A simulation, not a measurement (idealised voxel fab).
Name of the process module below: voxel quadruple lines
Each square cell in cross-section cut measures 5 nm, and the section as a whole is 230 nm wide.
Notation: cross-section as square-cell grid; stated in bands, top first, going down; one or more cell rows per band.
First you get the band's top height and its bottom height, in nm, and then the materials it's made of, left to right, with each width in nm. If you see a single material with "full width", that one covers the band edge to edge. "air" is empty space.
Where do heights start? At 0: under that level the wafer as delivered is made of one material only. And the lowest band has no floor; it just carries on downward, as in "0..down".
Width: "30 to 40" (first number = top row, second number = bottom row, same change from row to row of cells).
Take "left unchanged" at face value: in the step it is given for, the cross-section changed in none of its cells.
Empty spaces counting at least 8 cells and having no open way to the top are listed in "Enclosed voids". The notation width x height at distance is used for each, the distance being from the left edge and all three values in nm.
Where a step's line continues beyond its settings, the continuation is a remark by the simulator itself on that step.
On any step carrying a mask, the "overlay nm" setting, if present on the step's line, tells how far right of its planned place the mask lay; negative values point to the left.
[Steps planned for the process]
1. RECEIVE, material Si
2. CONFORMAL_DEP, material SiO2, thk nm 10
3. DIRECTIONAL_DEP, material Ru, thk nm 10
4. DIRECTIONAL_DEP, material polySi, thk nm 20
5. DIRECTIONAL_DEP, material aC, thk nm 20
6. PATTERN, tone cover, mask id MANDREL, material resist, width nm 35, pitch nm 100, thk nm 30, overlay nm 0
7. DIRECTIONAL_ETCH, etch materials aC, depth nm 20
8. STRIP, etch materials resist
9. CONFORMAL_DEP, material SiO2, thk nm 15
10. DIRECTIONAL_ETCH, etch materials SiO2, depth nm 15
11. STRIP, etch materials aC
12. DIRECTIONAL_ETCH, etch materials polySi, depth nm 20
13. STRIP, etch materials SiO2
14. CONFORMAL_DEP, material SiN, thk nm 10
15. DIRECTIONAL_ETCH, etch materials SiN, depth nm 10
16. STRIP, etch materials polySi
17. DIRECTIONAL_ETCH, etch materials Ru, depth nm 10
18. STRIP, etch materials SiN
[First of two wafers: run as planned]
[Cross-section of the wafer at receipt, which is the condition after step 1]
> 0..down = Si full width
> Enclosed voids: none
[The following cross-section depicts the wafer upon completion of step 2]
> 10..0 = SiO2 full width
> Under the height 0 nothing was changed.
[The following cross-section depicts the wafer upon completion of step 3]
> 20..10 = Ru full width
> Under the height 10 nothing was changed.
[The following cross-section depicts the wafer upon completion of step 4]
> 40..20 = polySi full width
> Under the height 20 nothing was changed.
[The following cross-section depicts the wafer upon completion of step 5]
> 60..40 = aC full width
> Under the height 40 nothing was changed.
[The following cross-section depicts the wafer upon completion of step 6]
> 90..60 = 45 nm air / 35 nm resist / 65 nm air / 35 nm resist / 50 nm air
> Under the height 60 nothing was changed.
[The following cross-section depicts the wafer upon completion of step 7]
> 70..60 = 45 nm air / 35 nm resist / 65 nm air / 35 nm resist / 50 nm air
> 60..40 = 45 nm air / 35 nm aC / 65 nm air / 35 nm aC / 50 nm air
> Under the height 40 nothing was changed.
[The following cross-section depicts the wafer upon completion of step 8]
> 60..40 = 45 nm air / 35 nm aC / 65 nm air / 35 nm aC / 50 nm air
> Under the height 40 nothing was changed.
[The following cross-section depicts the wafer upon completion of step 9]
> 75..60 = 30 nm air / 65 nm SiO2 / 35 nm air / 65 nm SiO2 / 35 nm air
> 60..55 = 30 nm air / 15 nm SiO2 / 35 nm aC / 15 nm SiO2 / 35 nm air / 15 nm SiO2 / 35 nm aC / 15 nm SiO2 / 35 nm air
> 55..40 = 45 nm SiO2 / 35 nm aC / 65 nm SiO2 / 35 nm aC / 50 nm SiO2
> Under the height 40 nothing was changed.
[The following cross-section depicts the wafer upon completion of step 10]
> 60..40 = 30 nm air / 15 nm SiO2 / 35 nm aC / 15 nm SiO2 / 35 nm air / 15 nm SiO2 / 35 nm aC / 15 nm SiO2 / 35 nm air
> Under the height 40 nothing was changed.
[The following cross-section depicts the wafer upon completion of step 11]
> 60..40 = 30 nm air / 15 nm SiO2 / 35 nm air / 15 nm SiO2 / 35 nm air / 15 nm SiO2 / 35 nm air / 15 nm SiO2 / 35 nm air
> Under the height 40 nothing was changed.
[The following cross-section depicts the wafer upon completion of step 12]
> 60..40 = 30 nm air / 15 nm SiO2 / 35 nm air / 15 nm SiO2 / 35 nm air / 15 nm SiO2 / 35 nm air / 15 nm SiO2 / 35 nm air
> 40..20 = 30 nm air / 15 nm polySi / 35 nm air / 15 nm polySi / 35 nm air / 15 nm polySi / 35 nm air / 15 nm polySi / 35 nm air
> Under the height 20 nothing was changed.
[The following cross-section depicts the wafer upon completion of step 13]
> 40..20 = 30 nm air / 15 nm polySi / 35 nm air / 15 nm polySi / 35 nm air / 15 nm polySi / 35 nm air / 15 nm polySi / 35 nm air
> Under the height 20 nothing was changed.
[The following cross-section depicts the wafer upon completion of step 14]
> 50..40 = 20 nm air / 35 nm SiN / 15 nm air / 35 nm SiN / 15 nm air / 35 nm SiN / 15 nm air / 35 nm SiN / 25 nm air
> 40..30 = 20 nm air / 10 nm SiN / 15 nm polySi / 10 nm SiN / 15 nm air / 10 nm SiN / 15 nm polySi / 10 nm SiN / 15 nm air / 10 nm SiN / 15 nm polySi / 10 nm SiN / 15 nm air / 10 nm SiN / 15 nm polySi / 10 nm SiN / 25 nm air
> 30..20 = 30 nm SiN / 15 nm polySi / 35 nm SiN / 15 nm polySi / 35 nm SiN / 15 nm polySi / 35 nm SiN / 15 nm polySi / 35 nm SiN
> Under the height 20 nothing was changed.
[The following cross-section depicts the wafer upon completion of step 15]
> 40..20 = 20 nm air / 10 nm SiN / 15 nm polySi / 10 nm SiN / 15 nm air / 10 nm SiN / 15 nm polySi / 10 nm SiN / 15 nm air / 10 nm SiN / 15 nm polySi / 10 nm SiN / 15 nm air / 10 nm SiN / 15 nm polySi / 10 nm SiN / 25 nm air
> Under the height 20 nothing was changed.
[The following cross-section depicts the wafer upon completion of step 16]
> 40..20 = 20 nm air / 10 nm SiN / 15 nm air / 10 nm SiN / 15 nm air / 10 nm SiN / 15 nm air / 10 nm SiN / 15 nm air / 10 nm SiN / 15 nm air / 10 nm SiN / 15 nm air / 10 nm SiN / 15 nm air / 10 nm SiN / 25 nm air
> Under the height 20 nothing was changed.
[The following cross-section depicts the wafer upon completion of step 17]
> 40..20 = 20 nm air / 10 nm SiN / 15 nm air / 10 nm SiN / 15 nm air / 10 nm SiN / 15 nm air / 10 nm SiN / 15 nm air / 10 nm SiN / 15 nm air / 10 nm SiN / 15 nm air / 10 nm SiN / 15 nm air / 10 nm SiN / 25 nm air
> 20..10 = 20 nm air / 10 nm Ru / 15 nm air / 10 nm Ru / 15 nm air / 10 nm Ru / 15 nm air / 10 nm Ru / 15 nm air / 10 nm Ru / 15 nm air / 10 nm Ru / 15 nm air / 10 nm Ru / 15 nm air / 10 nm Ru / 25 nm air
> Under the height 10 nothing was changed.
[The following cross-section depicts the wafer upon completion of step 18]
> 20..10 = 20 nm air / 10 nm Ru / 15 nm air / 10 nm Ru / 15 nm air / 10 nm Ru / 15 nm air / 10 nm Ru / 15 nm air / 10 nm Ru / 15 nm air / 10 nm Ru / 15 nm air / 10 nm Ru / 15 nm air / 10 nm Ru / 25 nm air
> Under the height 10 nothing was changed.
[It is to be noted that the second wafer proceeded from the same initial state and according to the same plan as the first, although one mistake was committed in its execution; through step 14, inclusive, the two wafers share an identical history]
[Here is the second wafer in cross-section at the point where step 15 of the plan should have been done]
> 40..30 = 30 nm air / 15 nm polySi / 35 nm air / 15 nm polySi / 35 nm air / 15 nm polySi / 35 nm air / 15 nm polySi / 35 nm air
> 30..20 = 20 nm air / 10 nm SiN / 15 nm polySi / 10 nm SiN / 15 nm air / 10 nm SiN / 15 nm polySi / 10 nm SiN / 15 nm air / 10 nm SiN / 15 nm polySi / 10 nm SiN / 15 nm air / 10 nm SiN / 15 nm polySi / 10 nm SiN / 25 nm air
> Under the height 20 nothing was changed.
[Here is the second wafer in cross-section at the point where step 16 of the plan should have been done]
> 30..20 = 20 nm air / 10 nm SiN / 15 nm air / 10 nm SiN / 15 nm air / 10 nm SiN / 15 nm air / 10 nm SiN / 15 nm air / 10 nm SiN / 15 nm air / 10 nm SiN / 15 nm air / 10 nm SiN / 15 nm air / 10 nm SiN / 25 nm air
> Under the height 20 nothing was changed.
[Here is the second wafer in cross-section at the point where step 17 of the plan should have been done]
> 30..20 = 20 nm air / 10 nm SiN / 15 nm air / 10 nm SiN / 15 nm air / 10 nm SiN / 15 nm air / 10 nm SiN / 15 nm air / 10 nm SiN / 15 nm air / 10 nm SiN / 15 nm air / 10 nm SiN / 15 nm air / 10 nm SiN / 25 nm air
> 20..10 = 20 nm air / 10 nm Ru / 15 nm air / 10 nm Ru / 15 nm air / 10 nm Ru / 15 nm air / 10 nm Ru / 15 nm air / 10 nm Ru / 15 nm air / 10 nm Ru / 15 nm air / 10 nm Ru / 15 nm air / 10 nm Ru / 25 nm air
> Under the height 10 nothing was changed.
[Here is the second wafer in cross-section at the point where step 18 of the plan should have been done]
> 20..10 = 20 nm air / 10 nm Ru / 15 nm air / 10 nm Ru / 15 nm air / 10 nm Ru / 15 nm air / 10 nm Ru / 15 nm air / 10 nm Ru / 15 nm air / 10 nm Ru / 15 nm air / 10 nm Ru / 15 nm air / 10 nm Ru / 25 nm air
> Under the height 10 nothing was changed.
In executing the process, a mistake was made relative to the plan: plan step 15 was twice executed
If you compare the two wafers at the end, their cross-sections are the same, so as far as this model is concerned the mistake changes nothing.
